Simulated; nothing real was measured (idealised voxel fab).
The name of this process module is voxel plated lines.
Cross-section cut spans 260 nm and uses square cells 5 nm in size.
A cross-section is written here as square cells arranged in a grid, and it is given in bands from the top down, each band taking up one or more rows of cells. Heads up on the band format: heights come first, top then bottom, in nm. After that it's the materials left to right, each with its width in nm. A single material flagged "throughout" fills the whole band edge to edge, and "blank" means there's empty space there. Ref level 0: as-received wafer is one material below here. Bottom band extends down with no lower bound ("z 0 and below"). Width "30..40": first value at the band's top row of cells, second value at its bottom row, equal change from row to row. Step note "stayed the same" = no cross-section cell changed. In the "Closed void roster" entry, you get each enclosed empty space of 8 cells or more, one with no open way to the top, written width x height at distance, distance from the left edge, in nm. Where a step's line continues beyond its settings, the continuation is a remark by the simulator itself on that step. overlay nm, on a step with a mask: how far to the right of its planned place the mask lay; to the left if negative.

The planned process steps are enumerated hereunder
- 1: op RECEIVE | material Si
- 2: op CONFORMAL_DEP | material SiO2 | thk nm 5
- 3: op DIRECTIONAL_DEP | material TiN | thk nm 5
- 4: op PATTERN | tone open | mask id LINES | material resist | width nm 30 | pitch nm 50 | thk nm 35 | overlay nm 0
- 5: op EPI | material Ru | thk nm 5
- 6: op EPI | material Ru | thk nm 10
- 7: op EPI | material Ru | thk nm 5
- 8: op STRIP | etch materials resist
- 9: op DIRECTIONAL_ETCH | etch materials TiN | depth nm 5
- 10: op CONFORMAL_DEP | material SiO2 | thk nm 5
varied across the wafers: thk nm of step 10. The plan shows the first wafer's value. All wafers start alike

As-received state after step 1, first of several wafers, cross-section
* z 0 and below = Si throughout
* Closed void roster: none

End of module: cross-section of the first of several wafers after step 10, the last step
* z 35 to 30 = 35 of blank, then 40 of SiO2, then 10 of blank, then 40 of SiO2, then 10 of blank, then 40 of SiO2, then 10 of blank, then 40 of SiO2, then 35 of blank
* z 30 to 10 = 35 of blank, then 5 of SiO2, then 30 of Ru, then 5 of SiO2, then 10 of blank, then 5 of SiO2, then 30 of Ru, then 5 of SiO2, then 10 of blank, then 5 of SiO2, then 30 of Ru, then 5 of SiO2, then 10 of blank, then 5 of SiO2, then 30 of Ru, then 5 of SiO2, then 35 of blank
* z 10 to 5 = 40 of SiO2, then 30 of TiN, then 20 of SiO2, then 30 of TiN, then 20 of SiO2, then 30 of TiN, then 20 of SiO2, then 30 of TiN, then 40 of SiO2
* z 5 to 0 = SiO2 throughout
* z 0 and below = Si throughout
* Closed void roster: none

So this is the cross-section on the last wafer at the end of the module
* z 55 to 30 = 15 of blank, then 230 of SiO2, then 15 of blank
* z 30 to 10 = 40 of SiO2, then 30 of Ru, then 20 of SiO2, then 30 of Ru, then 20 of SiO2, then 30 of Ru, then 20 of SiO2, then 30 of Ru, then 40 of SiO2
* z 10 to 5 = 40 of SiO2, then 30 of TiN, then 20 of SiO2, then 30 of TiN, then 20 of SiO2, then 30 of TiN, then 20 of SiO2, then 30 of TiN, then 40 of SiO2
* z 5 to 0 = SiO2 throughout
* z 0 and below = Si throughout
* Closed void roster: none

Rows = wafers. At module end, each row lists per material the cells gained (+) or lost (-) since the wafer was received, then the closed voids
thk nm 5 | +96 Ru | +144 SiO2 | +24 TiN | Closed void roster: none
thk nm 10 | +96 Ru | +236 SiO2 | +24 TiN | Closed void roster: none
thk nm 15 | +96 Ru | +298 SiO2 | +24 TiN | Closed void roster: none
thk nm 20 | +96 Ru | +360 SiO2 | +24 TiN | Closed void roster: none
thk nm 25 | +96 Ru | +422 SiO2 | +24 TiN | Closed void roster: none
